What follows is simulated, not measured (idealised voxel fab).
process module | voxel wiring stack
Displayed cross-section: cut, width of 225 nm, square cells sized 5 nm.
Heads up, the way a cross-section reads in here is a grid of square cells, handed over as bands from the top down, with every band being one or more rows of cells. Quick guide to a band line: top height, bottom height (nm) up front; then every material left to right with its width in nm. Only one material and it's marked "full width"? Then it fills the band edge to edge. And "air" just means empty space. Height is counted from the level 0, under which the received wafer is composed throughout of one material. The lowest of the bands is not closed at the bottom but continues downward, in the notation "top 0, no bottom". The width entry "30 to 40" should be interpreted row by row: the top row of cells in the band takes the first number, the bottom row takes the second number, and the change between adjacent rows is uniform throughout. Take "no alterations made" at face value: in the step it is given for, the cross-section changed in none of its cells. Basically, "Trapped void list" tells you about the enclosed voids: empty spaces with no open way to the top, 8 cells or bigger, each written width x height at distance, where distance is from the left edge, all in nm. Formally, on a step line, whatever follows the settings is a remark that the simulator itself makes on the step. overlay nm: for a step with a mask, the amount by which the mask lay right of where it was planned; a negative amount means left of it.
Below is the list of planned process steps
1,RECEIVE, material Si
2,CONFORMAL_DEP, material SiO2, thk nm 10
3,CONFORMAL_DEP, material SiN, thk nm 5
4,DIRECTIONAL_DEP, material SiO2, thk nm 20
5,DIRECTIONAL_DEP, material aC, thk nm 10
6,PATTERN, tone open, mask id METAL_1, material resist, width nm 30, pitch nm 55, thk nm 25, overlay nm 0
7,DIRECTIONAL_ETCH, etch materials aC, depth nm 10
8,STRIP, etch materials resist
9,DIRECTIONAL_ETCH, etch materials SiO2, depth nm 20
10,DIRECTIONAL_ETCH, etch materials SiN, depth nm 5
11,STRIP, etch materials aC
12,CONFORMAL_DEP, material TiN, thk nm 5
13,FILL_DEP, material Cu, thk nm 5
14,CMP, height nm 35
15,CONFORMAL_DEP, material SiCN, thk nm 5
16,DIRECTIONAL_DEP, material lowk, thk nm 10
17,DIRECTIONAL_DEP, material aC, thk nm 10
18,PATTERN, tone open, mask id PLUG_1, material resist, width nm 15, thk nm 30, overlay nm 0
19,DIRECTIONAL_ETCH, etch materials aC, depth nm 10
20,STRIP, etch materials resist
21,DIRECTIONAL_ETCH, etch materials lowk, depth nm 10
22,DIRECTIONAL_ETCH, etch materials SiCN, depth nm 5
23,STRIP, etch materials aC
24,EPI, material Ru, thk nm 10
25,EPI, material Ru, thk nm 5
26,CONFORMAL_DEP, material SiN, thk nm 5
27,DIRECTIONAL_DEP, material lowk, thk nm 15
28,DIRECTIONAL_DEP, material aC, thk nm 15
29,PATTERN, tone open, mask id METAL_2, material resist, width nm 30, pitch nm 55, thk nm 30, overlay nm -15
30,DIRECTIONAL_ETCH, etch materials aC, depth nm 15
31,STRIP, etch materials resist
32,DIRECTIONAL_ETCH, etch materials lowk, depth nm 15
33,DIRECTIONAL_ETCH, etch materials SiN, depth nm 5
34,STRIP, etch materials aC
35,CONFORMAL_DEP, material TiN, thk nm 5
36,FILL_DEP, material Ru, thk nm 10
37,CMP, height nm 70
38,CONFORMAL_DEP, material SiCN, thk nm 5
39,DIRECTIONAL_DEP, material SiO2, thk nm 30
40,PATTERN, tone open, mask id METAL_3_HOLES, material resist, width nm 15, thk nm 20, overlay nm 0
41,DIRECTIONAL_ETCH, etch materials SiO2, depth nm 30
42,STRIP, etch materials resist
43,MASKED_ETCH, tone open, mask id METAL_3, width nm 30, pitch nm 55, etch materials SiO2, depth nm 15, overlay nm 0
44,MASKED_ETCH, tone open, mask id METAL_3, width nm 30, pitch nm 55, etch materials SiCN, depth nm 5, overlay nm 0
45,CONFORMAL_DEP, material TiN, thk nm 5
46,FILL_DEP, material Ru, thk nm 10
47,CMP, height nm 105
48,CONFORMAL_DEP, material SiCN, thk nm 5
The plan shows the overlay nm of step 29 as the first wafer had it; this setting differs between the wafers, which start out alike.
The as-received cross-section of the first of several wafers corresponds to the state after step 1
    top 0, no bottom = Si full width
    Trapped void list: none
Where each wafer stands at the end of the module, a row apiece: cells of each material gained (+) or lost (-) since it was received, then closed voids
overlay nm -15, +32 Cu, +53 Ru, +129 SiCN, +66 SiN, +447 SiO2, +80 TiN, +183 lowk, Trapped void list: none
overlay nm -10, +32 Cu, +53 Ru, +129 SiCN, +66 SiN, +447 SiO2, +80 TiN, +183 lowk, Trapped void list: none
overlay nm -5, +32 Cu, +53 Ru, +129 SiCN, +66 SiN, +447 SiO2, +80 TiN, +183 lowk, Trapped void list: none
overlay nm 0, +32 Cu, +53 Ru, +129 SiCN, +66 SiN, +447 SiO2, +80 TiN, +183 lowk, Trapped void list: none
overlay nm 5, +32 Cu, +53 Ru, +129 SiCN, +66 SiN, +447 SiO2, +80 TiN, +183 lowk, Trapped void list: none
overlay nm 10, +32 Cu, +53 Ru, +129 SiCN, +66 SiN, +447 SiO2, +80 TiN, +183 lowk, Trapped void list: none
overlay nm 15, +32 Cu, +53 Ru, +129 SiCN, +66 SiN, +447 SiO2, +80 TiN, +183 lowk, Trapped void list: none
